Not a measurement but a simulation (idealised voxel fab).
The process module presented herein is designated voxel ribs on slabs.
The cross-section shown here is cut; it is 155 nm wide and divided into square cells measuring 5 nm on a side.
This document writes a cross-section as a grid whose cells are square, and gives it as bands, listed from the top down; one or more rows of cells form a band. For a band, the entry starts with two heights in nm, that of the top and then that of the bottom, and carries on with the band's materials in order from left to right, each alongside its width in nm; the word "everywhere" beside a single material means it fills the band edge to edge, and "blank" means empty space. The level at which height equals 0 is the one under which the wafer, as it arrives, is entirely one material. No lower edge exists for the bottom band, which continues downward and is notated as in "0 -> down". Quick explanation for "30->40": the width changes in equal steps down the rows of cells, from the first number in the band's top row to the second number in its bottom row. For the purposes of this document, the phrase "no alteration" attached to a step denotes that no cell within the cross-section was modified by that step. The label "Voids, sealed" introduces a list of the empty spaces, 8 cells or larger, that have no open way up to the top; each entry in it reads width x height at distance, where the distance is taken from the left edge and all three are stated in nm. What comes after the settings on a step's line is commentary from the simulator itself on that step. The setting "overlay nm" may be written on the line of a step. When the step uses a mask, the value reports how far to the right of the planned place the mask lay, and a negative value reports that it lay to the left. Before/after cross-section pairs, one process step each; after shown to lowest changed band; step and settings beneath. Pairs may be from different runs of this module on the same starting wafer; a pair continues from the one above only where its "Pre-step condition" entry says so.

PRE-STEP CONDITION
> 0 -> down | Si everywhere
> Voids, sealed: none

POST-STEP CROSS-SECTION
> 20 -> 0 | SiO2 everywhere
> All layers under 0 are left as they were.
> Voids, sealed: none
The cross-sections above show the structure before and after this step: op DIRECTIONAL_DEP | material SiO2 | thk nm 20

Pre-step condition: per the after cross-section of the pair just above.

POST-STEP CROSS-SECTION
> 40 -> 20 | polySi everywhere
> All layers under 20 are left as they were.
> Voids, sealed: none
The cross-sections above show the structure before and after this step: op DIRECTIONAL_DEP | material polySi | thk nm 20

Pre-step condition: per the after cross-section of the pair just above.

POST-STEP CROSS-SECTION
> 55 -> 40 | 70 blank, 15 resist, 70 blank
> All layers under 40 are left as they were.
> Voids, sealed: none
The cross-sections above show the structure before and after this step: op PATTERN | tone cover | mask id RIB | material resist | width nm 15 | thk nm 15 | overlay nm 0

Pre-step condition: per the after cross-section of the pair just above.

POST-STEP CROSS-SECTION
> 55 -> 40 | 70 blank, 15 resist, 70 blank
> 40 -> 35 | 70 blank, 15 polySi, 70 blank
> All layers under 35 are left as they were.
> Voids, sealed: none
The cross-sections above show the structure before and after this step: op DIRECTIONAL_ETCH | etch materials polySi | depth nm 5

Pre-step condition: per the after cross-section of the pair just above.

POST-STEP CROSS-SECTION
> 40 -> 35 | 70 blank, 15 polySi, 70 blank
> All layers under 35 are left as they were.
> Voids, sealed: none
The cross-sections above show the structure before and after this step: op STRIP | etch materials resist

Pre-step condition: per the after cross-section of the pair just above.

POST-STEP CROSS-SECTION
> 40 -> 35 | 70 blank, 15 polySi, 70 blank
> 35 -> 20 | 40 blank, 75 polySi, 40 blank
> All layers under 20 are left as they were.
> Voids, sealed: none
The cross-sections above show the structure before and after this step: op MASKED_ETCH | tone cover | mask id SLAB | width nm 75 | etch materials polySi | depth nm 15 | overlay nm 0

Pre-step condition: per the after cross-section of the pair just above.

POST-STEP CROSS-SECTION
> 70 -> 40 | SiO2 everywhere
> 40 -> 35 | 70 SiO2, 15 polySi, 70 SiO2
> 35 -> 20 | 40 SiO2, 75 polySi, 40 SiO2
> All layers under 20 are left as they were.
> Voids, sealed: none
The cross-sections above show the structure before and after this step: op FILL_DEP | material SiO2 | thk nm 30

Pre-step condition: per the after cross-section of the pair just above.

POST-STEP CROSS-SECTION
> 60 -> 40 | SiO2 everywhere
> All layers under 40 are left as they were.
> Voids, sealed: none
The cross-sections above show the structure before and after this step: op CMP | height nm 60

Pre-step condition: per the after cross-section of the pair just above.

POST-STEP CROSS-SECTION
> 65 -> 60 | W everywhere
> All layers under 60 are left as they were.
> Voids, sealed: none
The cross-sections above show the structure before and after this step: op DIRECTIONAL_DEP | material W | thk nm 5

Pre-step condition: per the after cross-section of the pair just above.

POST-STEP CROSS-SECTION
> 80 -> 65 | aC everywhere
> All layers under 65 are left as they were.
> Voids, sealed: none
The cross-sections above show the structure before and after this step: op DIRECTIONAL_DEP | material aC | thk nm 15

Pre-step condition: per the after cross-section of the pair just above.

POST-STEP CROSS-SECTION
> 115 -> 80 | 65 blank, 25 resist, 65 blank
> All layers under 80 are left as they were.
> Voids, sealed: none
The cross-sections above show the structure before and after this step: op PATTERN | tone cover | mask id HEATER | material resist | width nm 25 | thk nm 35 | overlay nm 0

Pre-step condition: per the after cross-section of the pair just above.

POST-STEP CROSS-SECTION
> 100 -> 80 | 65 blank, 25 resist, 65 blank
> 80 -> 65 | 65 blank, 25 aC, 65 blank
> All layers under 65 are left as they were.
> Voids, sealed: none
The cross-sections above show the structure before and after this step: op DIRECTIONAL_ETCH | etch materials aC | depth nm 15

Pre-step condition: per the after cross-section of the pair just above.

POST-STEP CROSS-SECTION
> 80 -> 65 | 65 blank, 25 aC, 65 blank
> All layers under 65 are left as they were.
> Voids, sealed: none
The cross-sections above show the structure before and after this step: op STRIP | etch materials resist

Pre-step condition: per the after cross-section of the pair just above.

POST-STEP CROSS-SECTION
> 80 -> 65 | 65 blank, 25 aC, 65 blank
> 65 -> 60 | 65 blank, 25 W, 65 blank
> All layers under 60 are left as they were.
> Voids, sealed: none
The cross-sections above show the structure before and after this step: op DIRECTIONAL_ETCH | etch materials W | depth nm 5

Pre-step condition: per the after cross-section of the pair just above.

POST-STEP CROSS-SECTION
> 65 -> 60 | 65 blank, 25 W, 65 blank
> All layers under 60 are left as they were.
> Voids, sealed: none
The cross-sections above show the structure before and after this step: op STRIP | etch materials aC

Pre-step condition: per the after cross-section of the pair just above.

POST-STEP CROSS-SECTION
> 75 -> 70 | 55 blank, 45 SiN, 55 blank
> 70 -> 65 | SiN everywhere
> 65 -> 60 | 65 SiN, 25 W, 65 SiN
> All layers under 60 are left as they were.
> Voids, sealed: none
The cross-sections above show the structure before and after this step: op CONFORMAL_DEP | material SiN | thk nm 10

PRE-STEP CONDITION
> 40 -> 20 | polySi everywhere
> 20 -> 0 | SiO2 everywhere
> 0 -> down | Si everywhere
> Voids, sealed: none

POST-STEP CROSS-SECTION
> 60 -> 20 | polySi everywhere
> All layers under 20 are left as they were.
> Voids, sealed: none
The cross-sections above show the structure before and after this step: op DIRECTIONAL_DEP | material polySi | thk nm 20

Pre-step condition: per the after cross-section of the pair just above.

POST-STEP CROSS-SECTION
> 75 -> 60 | 70 blank, 15 resist, 70 blank
> All layers under 60 are left as they were.
> Voids, sealed: none
The cross-sections above show the structure before and after this step: op PATTERN | tone cover | mask id RIB | material resist | width nm 15 | thk nm 15 | overlay nm 0

Pre-step condition: per the after cross-section of the pair just above.

POST-STEP CROSS-SECTION
> 75 -> 60 | 70 blank, 15 resist, 70 blank
> 60 -> 55 | 70 blank, 15 polySi, 70 blank
> All layers under 55 are left as they were.
> Voids, sealed: none
The cross-sections above show the structure before and after this step: op DIRECTIONAL_ETCH | etch materials polySi | depth nm 5

Pre-step condition: per the after cross-section of the pair just above.

POST-STEP CROSS-SECTION
> 60 -> 55 | 70 blank, 15 polySi, 70 blank
> All layers under 55 are left as they were.
> Voids, sealed: none
The cross-sections above show the structure before and after this step: op STRIP | etch materials resist

Pre-step condition: per the after cross-section of the pair just above.

POST-STEP CROSS-SECTION
> 60 -> 55 | 70 blank, 15 polySi, 70 blank
> 55 -> 40 | 40 blank, 75 polySi, 40 blank
> All layers under 40 are left as they were.
> Voids, sealed: none
The cross-sections above show the structure before and after this step: op MASKED_ETCH | tone cover | mask id SLAB | width nm 75 | etch materials polySi | depth nm 15 | overlay nm 0

Pre-step condition: per the after cross-section of the pair just above.

POST-STEP CROSS-SECTION
> 90 -> 60 | SiO2 everywhere
> 60 -> 55 | 70 SiO2, 15 polySi, 70 SiO2
> 55 -> 40 | 40 SiO2, 75 polySi, 40 SiO2
> All layers under 40 are left as they were.
> Voids, sealed: none
The cross-sections above show the structure before and after this step: op FILL_DEP | material SiO2 | thk nm 30

Pre-step condition: per the after cross-section of the pair just above.

POST-STEP CROSS-SECTION
> 60 -> 55 | 70 SiO2, 15 polySi, 70 SiO2
> All layers under 55 are left as they were.
> Voids, sealed: none
The cross-sections above show the structure before and after this step: op CMP | height nm 60

Pre-step condition: per the after cross-section of the pair just above.

POST-STEP CROSS-SECTION
> 65 -> 60 | W everywhere
> All layers under 60 are left as they were.
> Voids, sealed: none
The cross-sections above show the structure before and after this step: op DIRECTIONAL_DEP | material W | thk nm 5

Pre-step condition: per the after cross-section of the pair just above.

POST-STEP CROSS-SECTION
> 80 -> 65 | aC everywhere
> All layers under 65 are left as they were.
> Voids, sealed: none
The cross-sections above show the structure before and after this step: op DIRECTIONAL_DEP | material aC | thk nm 15

Pre-step condition: per the after cross-section of the pair just above.

POST-STEP CROSS-SECTION
> 115 -> 80 | 65 blank, 25 resist, 65 blank
> All layers under 80 are left as they were.
> Voids, sealed: none
The cross-sections above show the structure before and after this step: op PATTERN | tone cover | mask id HEATER | material resist | width nm 25 | thk nm 35 | overlay nm 0

Pre-step condition: per the after cross-section of the pair just above.

POST-STEP CROSS-SECTION
> 100 -> 80 | 65 blank, 25 resist, 65 blank
> 80 -> 65 | 65 blank, 25 aC, 65 blank
> All layers under 65 are left as they were.
> Voids, sealed: none
The cross-sections above show the structure before and after this step: op DIRECTIONAL_ETCH | etch materials aC | depth nm 15

Pre-step condition: per the after cross-section of the pair just above.

POST-STEP CROSS-SECTION
> 80 -> 65 | 65 blank, 25 aC, 65 blank
> All layers under 65 are left as they were.
> Voids, sealed: none
The cross-sections above show the structure before and after this step: op STRIP | etch materials resist

Pre-step condition: per the after cross-section of the pair just above.

POST-STEP CROSS-SECTION
> 80 -> 65 | 65 blank, 25 aC, 65 blank
> 65 -> 60 | 65 blank, 25 W, 65 blank
> All layers under 60 are left as they were.
> Voids, sealed: none
The cross-sections above show the structure before and after this step: op DIRECTIONAL_ETCH | etch materials W | depth nm 5

Pre-step condition: per the after cross-section of the pair just above.

POST-STEP CROSS-SECTION
> 65 -> 60 | 65 blank, 25 W, 65 blank
> All layers under 60 are left as they were.
> Voids, sealed: none
The cross-sections above show the structure before and after this step: op STRIP | etch materials aC

Pre-step condition: per the after cross-section of the pair just above.

POST-STEP CROSS-SECTION
> 75 -> 70 | 55 blank, 45 SiN, 55 blank
> 70 -> 65 | SiN everywhere
> 65 -> 60 | 65 SiN, 25 W, 65 SiN
> All layers under 60 are left as they were.
> Voids, sealed: none
The cross-sections above show the structure before and after this step: op CONFORMAL_DEP | material SiN | thk nm 10

PRE-STEP CONDITION
> 0 -> down | Si everywhere
> Voids, sealed: none

POST-STEP CROSS-SECTION
> 20 -> 0 | polySi everywhere
> All layers under 0 are left as they were.
> Voids, sealed: none
The cross-sections above show the structure before and after this step: op DIRECTIONAL_DEP | material polySi | thk nm 20

Pre-step condition: per the after cross-section of the pair just above.

POST-STEP CROSS-SECTION
> 40 -> 20 | SiO2 everywhere
> All layers under 20 are left as they were.
> Voids, sealed: none
The cross-sections above show the structure before and after this step: op DIRECTIONAL_DEP | material SiO2 | thk nm 20

Pre-step condition: per the after cross-section of the pair just above.

POST-STEP CROSS-SECTION
> 55 -> 40 | 70 blank, 15 resist, 70 blank
> All layers under 40 are left as they were.
> Voids, sealed: none
The cross-sections above show the structure before and after this step: op PATTERN | tone cover | mask id RIB | material resist | width nm 15 | thk nm 15 | overlay nm 0

Pre-step condition: per the after cross-section of the pair just above.

POST-STEP CROSS-SECTION
> 40 -> 20 | SiO2 everywhere
> All layers under 20 are left as they were.
> Voids, sealed: none
The cross-sections above show the structure before and after this step: op STRIP | etch materials resist

Pre-step condition: per the after cross-section of the pair just above.

POST-STEP CROSS-SECTION
> 70 -> 20 | SiO2 everywhere
> All layers under 20 are left as they were.
> Voids, sealed: none
The cross-sections above show the structure before and after this step: op FILL_DEP | material SiO2 | thk nm 30

Pre-step condition: per the after cross-section of the pair just above.

POST-STEP CROSS-SECTION
> 60 -> 20 | SiO2 everywhere
> All layers under 20 are left as they were.
> Voids, sealed: none
The cross-sections above show the structure before and after this step: op CMP | height nm 60

Pre-step condition: per the after cross-section of the pair just above.

POST-STEP CROSS-SECTION
> 65 -> 60 | W everywhere
> All layers under 60 are left as they were.
> Voids, sealed: none
The cross-sections above show the structure before and after this step: op DIRECTIONAL_DEP | material W | thk nm 5

Pre-step condition: per the after cross-section of the pair just above.

POST-STEP CROSS-SECTION
> 80 -> 65 | aC everywhere
> All layers under 65 are left as they were.
> Voids, sealed: none
The cross-sections above show the structure before and after this step: op DIRECTIONAL_DEP | material aC | thk nm 15

Pre-step condition: per the after cross-section of the pair just above.

POST-STEP CROSS-SECTION
> 115 -> 80 | 65 blank, 25 resist, 65 blank
> All layers under 80 are left as they were.
> Voids, sealed: none
The cross-sections above show the structure before and after this step: op PATTERN | tone cover | mask id HEATER | material resist | width nm 25 | thk nm 35 | overlay nm 0

Pre-step condition: per the after cross-section of the pair just above.

POST-STEP CROSS-SECTION
> 100 -> 80 | 65 blank, 25 resist, 65 blank
> 80 -> 65 | 65 blank, 25 aC, 65 blank
> All layers under 65 are left as they were.
> Voids, sealed: none
The cross-sections above show the structure before and after this step: op DIRECTIONAL_ETCH | etch materials aC | depth nm 15

Pre-step condition: per the after cross-section of the pair just above.

POST-STEP CROSS-SECTION
> 80 -> 65 | 65 blank, 25 aC, 65 blank
> All layers under 65 are left as they were.
> Voids, sealed: none
The cross-sections above show the structure before and after this step: op STRIP | etch materials resist

Pre-step condition: per the after cross-section of the pair just above.

POST-STEP CROSS-SECTION
> 80 -> 65 | 65 blank, 25 aC, 65 blank
> 65 -> 60 | 65 blank, 25 W, 65 blank
> All layers under 60 are left as they were.
> Voids, sealed: none
The cross-sections above show the structure before and after this step: op DIRECTIONAL_ETCH | etch materials W | depth nm 5

Pre-step condition: per the after cross-section of the pair just above.

POST-STEP CROSS-SECTION
> 65 -> 60 | 65 blank, 25 W, 65 blank
> All layers under 60 are left as they were.
> Voids, sealed: none
The cross-sections above show the structure before and after this step: op STRIP | etch materials aC

Pre-step condition: per the after cross-section of the pair just above.

POST-STEP CROSS-SECTION
> 75 -> 70 | 55 blank, 45 SiN, 55 blank
> 70 -> 65 | SiN everywhere
> 65 -> 60 | 65 SiN, 25 W, 65 SiN
> All layers under 60 are left as they were.
> Voids, sealed: none
The cross-sections above show the structure before and after this step: op CONFORMAL_DEP | material SiN | thk nm 10

PRE-STEP CONDITION
> 20 -> 0 | SiO2 everywhere
> 0 -> down | Si everywhere
> Voids, sealed: none

POST-STEP CROSS-SECTION
> 50 -> 20 | polySi everywhere
> All layers under 20 are left as they were.
> Voids, sealed: none
The cross-sections above show the structure before and after this step: op DIRECTIONAL_DEP | material polySi | thk nm 30

Pre-step condition: per the after cross-section of the pair just above.

POST-STEP CROSS-SECTION
> 65 -> 50 | 70 blank, 15 resist, 70 blank
> All layers under 50 are left as they were.
> Voids, sealed: none
The cross-sections above show the structure before and after this step: op PATTERN | tone cover | mask id RIB | material resist | width nm 15 | thk nm 15 | overlay nm 0

Pre-step condition: per the after cross-section of the pair just above.

POST-STEP CROSS-SECTION
> 65 -> 50 | 70 blank, 15 resist, 70 blank
> 50 -> 45 | 70 blank, 15 polySi, 70 blank
> All layers under 45 are left as they were.
> Voids, sealed: none
The cross-sections above show the structure before and after this step: op DIRECTIONAL_ETCH | etch materials polySi | depth nm 5

Pre-step condition: per the after cross-section of the pair just above.

POST-STEP CROSS-SECTION
> 50 -> 45 | 70 blank, 15 polySi, 70 blank
> All layers under 45 are left as they were.
> Voids, sealed: none
The cross-sections above show the structure before and after this step: op STRIP | etch materials resist

Pre-step condition: per the after cross-section of the pair just above.

POST-STEP CROSS-SECTION
> 50 -> 45 | 70 blank, 15 polySi, 70 blank
> 45 -> 30 | 40 blank, 75 polySi, 40 blank
> All layers under 30 are left as they were.
> Voids, sealed: none
The cross-sections above show the structure before and after this step: op MASKED_ETCH | tone cover | mask id SLAB | width nm 75 | etch materials polySi | depth nm 15 | overlay nm 0

Pre-step condition: per the after cross-section of the pair just above.

POST-STEP CROSS-SECTION
> 80 -> 50 | SiO2 everywhere
> 50 -> 45 | 70 SiO2, 15 polySi, 70 SiO2
> 45 -> 30 | 40 SiO2, 75 polySi, 40 SiO2
> All layers under 30 are left as they were.
> Voids, sealed: none
The cross-sections above show the structure before and after this step: op FILL_DEP | material SiO2 | thk nm 30

Pre-step condition: per the after cross-section of the pair just above.

POST-STEP CROSS-SECTION
> 60 -> 50 | SiO2 everywhere
> All layers under 50 are left as they were.
> Voids, sealed: none
The cross-sections above show the structure before and after this step: op CMP | height nm 60

Pre-step condition: per the after cross-section of the pair just above.

POST-STEP CROSS-SECTION
> 65 -> 60 | W everywhere
> All layers under 60 are left as they were.
> Voids, sealed: none
The cross-sections above show the structure before and after this step: op DIRECTIONAL_DEP | material W | thk nm 5

Pre-step condition: per the after cross-section of the pair just above.

POST-STEP CROSS-SECTION
> 80 -> 65 | aC everywhere
> All layers under 65 are left as they were.
> Voids, sealed: none
The cross-sections above show the structure before and after this step: op DIRECTIONAL_DEP | material aC | thk nm 15

Pre-step condition: per the after cross-section of the pair just above.

POST-STEP CROSS-SECTION
> 115 -> 80 | 65 blank, 25 resist, 65 blank
> All layers under 80 are left as they were.
> Voids, sealed: none
The cross-sections above show the structure before and after this step: op PATTERN | tone cover | mask id HEATER | material resist | width nm 25 | thk nm 35 | overlay nm 0

Pre-step condition: per the after cross-section of the pair just above.

POST-STEP CROSS-SECTION
> 100 -> 80 | 65 blank, 25 resist, 65 blank
> 80 -> 65 | 65 blank, 25 aC, 65 blank
> All layers under 65 are left as they were.
> Voids, sealed: none
The cross-sections above show the structure before and after this step: op DIRECTIONAL_ETCH | etch materials aC | depth nm 15

Pre-step condition: per the after cross-section of the pair just above.

POST-STEP CROSS-SECTION
> 80 -> 65 | 65 blank, 25 aC, 65 blank
> All layers under 65 are left as they were.
> Voids, sealed: none
The cross-sections above show the structure before and after this step: op STRIP | etch materials resist

Pre-step condition: per the after cross-section of the pair just above.

POST-STEP CROSS-SECTION
> 80 -> 65 | 65 blank, 25 aC, 65 blank
> 65 -> 60 | 65 blank, 25 W, 65 blank
> All layers under 60 are left as they were.
> Voids, sealed: none
The cross-sections above show the structure before and after this step: op DIRECTIONAL_ETCH | etch materials W | depth nm 5

Pre-step condition: per the after cross-section of the pair just above.

POST-STEP CROSS-SECTION
> 65 -> 60 | 65 blank, 25 W, 65 blank
> All layers under 60 are left as they were.
> Voids, sealed: none
The cross-sections above show the structure before and after this step: op STRIP | etch materials aC

Pre-step condition: per the after cross-section of the pair just above.

POST-STEP CROSS-SECTION
> 75 -> 70 | 55 blank, 45 SiN, 55 blank
> 70 -> 65 | SiN everywhere
> 65 -> 60 | 65 SiN, 25 W, 65 SiN
> All layers under 60 are left as they were.
> Voids, sealed: none
The cross-sections above show the structure before and after this step: op CONFORMAL_DEP | material SiN | thk nm 10

PRE-STEP CONDITION
> 80 -> 65 | aC everywhere
> 65 -> 60 | W everywhere
> 60 -> 40 | SiO2 everywhere
> 40 -> 35 | 70 SiO2, 15 polySi, 70 SiO2
> 35 -> 20 | 40 SiO2, 75 polySi, 40 SiO2
> 20 -> 0 | SiO2 everywhere
> 0 -> down | Si everywhere
> Voids, sealed: none

POST-STEP CROSS-SECTION
> 115 -> 80 | 65 blank, 30 resist, 60 blank
> All layers under 80 are left as they were.
> Voids, sealed: none
The cross-sections above show the structure before and after this step: op PATTERN | tone cover | mask id HEATER | material resist | width nm 30 | thk nm 35 | overlay nm 0

Pre-step condition: per the after cross-section of the pair just above.

POST-STEP CROSS-SECTION
> 100 -> 80 | 65 blank, 30 resist, 60 blank
> 80 -> 65 | 65 blank, 30 aC, 60 blank
> All layers under 65 are left as they were.
> Voids, sealed: none
The cross-sections above show the structure before and after this step: op DIRECTIONAL_ETCH | etch materials aC | depth nm 15

Pre-step condition: per the after cross-section of the pair just above.

POST-STEP CROSS-SECTION
> 80 -> 65 | 65 blank, 30 aC, 60 blank
> All layers under 65 are left as they were.
> Voids, sealed: none
The cross-sections above show the structure before and after this step: op STRIP | etch materials resist

Pre-step condition: per the after cross-section of the pair just above.

POST-STEP CROSS-SECTION
> 80 -> 65 | 65 blank, 30 aC, 60 blank
> 65 -> 60 | 65 blank, 30 W, 60 blank
> All layers under 60 are left as they were.
> Voids, sealed: none
The cross-sections above show the structure before and after this step: op DIRECTIONAL_ETCH | etch materials W | depth nm 5

Pre-step condition: per the after cross-section of the pair just above.

POST-STEP CROSS-SECTION
> 65 -> 60 | 65 blank, 30 W, 60 blank
> All layers under 60 are left as they were.
> Voids, sealed: none
The cross-sections above show the structure before and after this step: op STRIP | etch materials aC

Pre-step condition: per the after cross-section of the pair just above.

POST-STEP CROSS-SECTION
> 75 -> 70 | 55 blank, 50 SiN, 50 blank
> 70 -> 65 | SiN everywhere
> 65 -> 60 | 65 SiN, 30 W, 60 SiN
> All layers under 60 are left as they were.
> Voids, sealed: none
The cross-sections above show the structure before and after this step: op CONFORMAL_DEP | material SiN | thk nm 10

PRE-STEP CONDITION
> 40 -> 20 | polySi everywhere
> 20 -> 0 | SiO2 everywhere
> 0 -> down | Si everywhere
> Voids, sealed: none

POST-STEP CROSS-SECTION
> 55 -> 40 | 60 blank, 15 resist, 80 blank
> All layers under 40 are left as they were.
> Voids, sealed: none
The cross-sections above show the structure before and after this step: op PATTERN | tone cover | mask id RIB | material resist | width nm 15 | thk nm 15 | overlay nm -10

Pre-step condition: per the after cross-section of the pair just above.

POST-STEP CROSS-SECTION
> 55 -> 40 | 60 blank, 15 resist, 80 blank
> 40 -> 35 | 60 blank, 15 polySi, 80 blank
> All layers under 35 are left as they were.
> Voids, sealed: none
The cross-sections above show the structure before and after this step: op DIRECTIONAL_ETCH | etch materials polySi | depth nm 5

Pre-step condition: per the after cross-section of the pair just above.

POST-STEP CROSS-SECTION
> 40 -> 35 | 60 blank, 15 polySi, 80 blank
> All layers under 35 are left as they were.
> Voids, sealed: none
The cross-sections above show the structure before and after this step: op STRIP | etch materials resist

Pre-step condition: per the after cross-section of the pair just above.

POST-STEP CROSS-SECTION
> 40 -> 35 | 60 blank, 15 polySi, 80 blank
> 35 -> 20 | 40 blank, 75 polySi, 40 blank
> All layers under 20 are left as they were.
> Voids, sealed: none
The cross-sections above show the structure before and after this step: op MASKED_ETCH | tone cover | mask id SLAB | width nm 75 | etch materials polySi | depth nm 15 | overlay nm 0

Pre-step condition: per the after cross-section of the pair just above.

POST-STEP CROSS-SECTION
> 70 -> 40 | SiO2 everywhere
> 40 -> 35 | 60 SiO2, 15 polySi, 80 SiO2
> 35 -> 20 | 40 SiO2, 75 polySi, 40 SiO2
> All layers under 20 are left as they were.
> Voids, sealed: none
The cross-sections above show the structure before and after this step: op FILL_DEP | material SiO2 | thk nm 30

Pre-step condition: per the after cross-section of the pair just above.

POST-STEP CROSS-SECTION
> 60 -> 40 | SiO2 everywhere
> All layers under 40 are left as they were.
> Voids, sealed: none
The cross-sections above show the structure before and after this step: op CMP | height nm 60

Pre-step condition: per the after cross-section of the pair just above.

POST-STEP CROSS-SECTION
> 65 -> 60 | W everywhere
> All layers under 60 are left as they were.
> Voids, sealed: none
The cross-sections above show the structure before and after this step: op DIRECTIONAL_DEP | material W | thk nm 5

Pre-step condition: per the after cross-section of the pair just above.

POST-STEP CROSS-SECTION
> 80 -> 65 | aC everywhere
> All layers under 65 are left as they were.
> Voids, sealed: none
The cross-sections above show the structure before and after this step: op DIRECTIONAL_DEP | material aC | thk nm 15

Pre-step condition: per the after cross-section of the pair just above.

POST-STEP CROSS-SECTION
> 115 -> 80 | 65 blank, 25 resist, 65 blank
> All layers under 80 are left as they were.
> Voids, sealed: none
The cross-sections above show the structure before and after this step: op PATTERN | tone cover | mask id HEATER | material resist | width nm 25 | thk nm 35 | overlay nm 0

Pre-step condition: per the after cross-section of the pair just above.

POST-STEP CROSS-SECTION
> 100 -> 80 | 65 blank, 25 resist, 65 blank
> 80 -> 65 | 65 blank, 25 aC, 65 blank
> All layers under 65 are left as they were.
> Voids, sealed: none
The cross-sections above show the structure before and after this step: op DIRECTIONAL_ETCH | etch materials aC | depth nm 15

Pre-step condition: per the after cross-section of the pair just above.

POST-STEP CROSS-SECTION
> 80 -> 65 | 65 blank, 25 aC, 65 blank
> All layers under 65 are left as they were.
> Voids, sealed: none
The cross-sections above show the structure before and after this step: op STRIP | etch materials resist

Pre-step condition: per the after cross-section of the pair just above.

POST-STEP CROSS-SECTION
> 80 -> 65 | 65 blank, 25 aC, 65 blank
> 65 -> 60 | 65 blank, 25 W, 65 blank
> All layers under 60 are left as they were.
> Voids, sealed: none
The cross-sections above show the structure before and after this step: op DIRECTIONAL_ETCH | etch materials W | depth nm 5

Pre-step condition: per the after cross-section of the pair just above.

POST-STEP CROSS-SECTION
> 65 -> 60 | 65 blank, 25 W, 65 blank
> All layers under 60 are left as they were.
> Voids, sealed: none
The cross-sections above show the structure before and after this step: op STRIP | etch materials aC

Pre-step condition: per the after cross-section of the pair just above.

POST-STEP CROSS-SECTION
> 75 -> 70 | 55 blank, 45 SiN, 55 blank
> 70 -> 65 | SiN everywhere
> 65 -> 60 | 65 SiN, 25 W, 65 SiN
> All layers under 60 are left as they were.
> Voids, sealed: none
The cross-sections above show the structure before and after this step: op CONFORMAL_DEP | material SiN | thk nm 10

PRE-STEP CONDITION
> 20 -> 0 | polySi everywhere
> 0 -> down | Si everywhere
> Voids, sealed: none

POST-STEP CROSS-SECTION
> 40 -> 0 | polySi everywhere
> All layers under 0 are left as they were.
> Voids, sealed: none
The cross-sections above show the structure before and after this step: op DIRECTIONAL_DEP | material polySi | thk nm 20

Pre-step condition: per the after cross-section of the pair just above.

POST-STEP CROSS-SECTION
> 55 -> 40 | 70 blank, 15 resist, 70 blank
> All layers under 40 are left as they were.
> Voids, sealed: none
The cross-sections above show the structure before and after this step: op PATTERN | tone cover | mask id RIB | material resist | width nm 15 | thk nm 15 | overlay nm 0

Pre-step condition: per the after cross-section of the pair just above.

POST-STEP CROSS-SECTION
> 55 -> 40 | 70 blank, 15 resist, 70 blank
> 40 -> 35 | 70 blank, 15 polySi, 70 blank
> All layers under 35 are left as they were.
> Voids, sealed: none
The cross-sections above show the structure before and after this step: op DIRECTIONAL_ETCH | etch materials polySi | depth nm 5

Pre-step condition: per the after cross-section of the pair just above.

POST-STEP CROSS-SECTION
> 40 -> 35 | 70 blank, 15 polySi, 70 blank
> All layers under 35 are left as they were.
> Voids, sealed: none
The cross-sections above show the structure before and after this step: op STRIP | etch materials resist

Pre-step condition: per the after cross-section of the pair just above.

POST-STEP CROSS-SECTION
> 40 -> 35 | 70 blank, 15 polySi, 70 blank
> 35 -> 20 | 40 blank, 75 polySi, 40 blank
> All layers under 20 are left as they were.
> Voids, sealed: none
The cross-sections above show the structure before and after this step: op MASKED_ETCH | tone cover | mask id SLAB | width nm 75 | etch materials polySi | depth nm 15 | overlay nm 0

Pre-step condition: per the after cross-section of the pair just above.

POST-STEP CROSS-SECTION
> 70 -> 40 | SiO2 everywhere
> 40 -> 35 | 70 SiO2, 15 polySi, 70 SiO2
> 35 -> 20 | 40 SiO2, 75 polySi, 40 SiO2
> All layers under 20 are left as they were.
> Voids, sealed: none
The cross-sections above show the structure before and after this step: op FILL_DEP | material SiO2 | thk nm 30

Pre-step condition: per the after cross-section of the pair just above.

POST-STEP CROSS-SECTION
> 60 -> 40 | SiO2 everywhere
> All layers under 40 are left as they were.
> Voids, sealed: none
The cross-sections above show the structure before and after this step: op CMP | height nm 60

Pre-step condition: per the after cross-section of the pair just above.

POST-STEP CROSS-SECTION
> 65 -> 60 | W everywhere
> All layers under 60 are left as they were.
> Voids, sealed: none
The cross-sections above show the structure before and after this step: op DIRECTIONAL_DEP | material W | thk nm 5

Pre-step condition: per the after cross-section of the pair just above.

POST-STEP CROSS-SECTION
> 80 -> 65 | aC everywhere
> All layers under 65 are left as they were.
> Voids, sealed: none
The cross-sections above show the structure before and after this step: op DIRECTIONAL_DEP | material aC | thk nm 15

Pre-step condition: per the after cross-section of the pair just above.

POST-STEP CROSS-SECTION
> 115 -> 80 | 65 blank, 25 resist, 65 blank
> All layers under 80 are left as they were.
> Voids, sealed: none
The cross-sections above show the structure before and after this step: op PATTERN | tone cover | mask id HEATER | material resist | width nm 25 | thk nm 35 | overlay nm 0

Pre-step condition: per the after cross-section of the pair just above.

POST-STEP CROSS-SECTION
> 100 -> 80 | 65 blank, 25 resist, 65 blank
> 80 -> 65 | 65 blank, 25 aC, 65 blank
> All layers under 65 are left as they were.
> Voids, sealed: none
The cross-sections above show the structure before and after this step: op DIRECTIONAL_ETCH | etch materials aC | depth nm 15

Pre-step condition: per the after cross-section of the pair just above.

POST-STEP CROSS-SECTION
> 80 -> 65 | 65 blank, 25 aC, 65 blank
> All layers under 65 are left as they were.
> Voids, sealed: none
The cross-sections above show the structure before and after this step: op STRIP | etch materials resist

Pre-step condition: per the after cross-section of the pair just above.

POST-STEP CROSS-SECTION
> 80 -> 65 | 65 blank, 25 aC, 65 blank
> 65 -> 60 | 65 blank, 25 W, 65 blank
> All layers under 60 are left as they were.
> Voids, sealed: none
The cross-sections above show the structure before and after this step: op DIRECTIONAL_ETCH | etch materials W | depth nm 5

Pre-step condition: per the after cross-section of the pair just above.

POST-STEP CROSS-SECTION
> 65 -> 60 | 65 blank, 25 W, 65 blank
> All layers under 60 are left as they were.
> Voids, sealed: none
The cross-sections above show the structure before and after this step: op STRIP | etch materials aC

Pre-step condition: per the after cross-section of the pair just above.

POST-STEP CROSS-SECTION
> 75 -> 70 | 55 blank, 45 SiN, 55 blank
> 70 -> 65 | SiN everywhere
> 65 -> 60 | 65 SiN, 25 W, 65 SiN
> All layers under 60 are left as they were.
> Voids, sealed: none
The cross-sections above show the structure before and after this step: op CONFORMAL_DEP | material SiN | thk nm 10
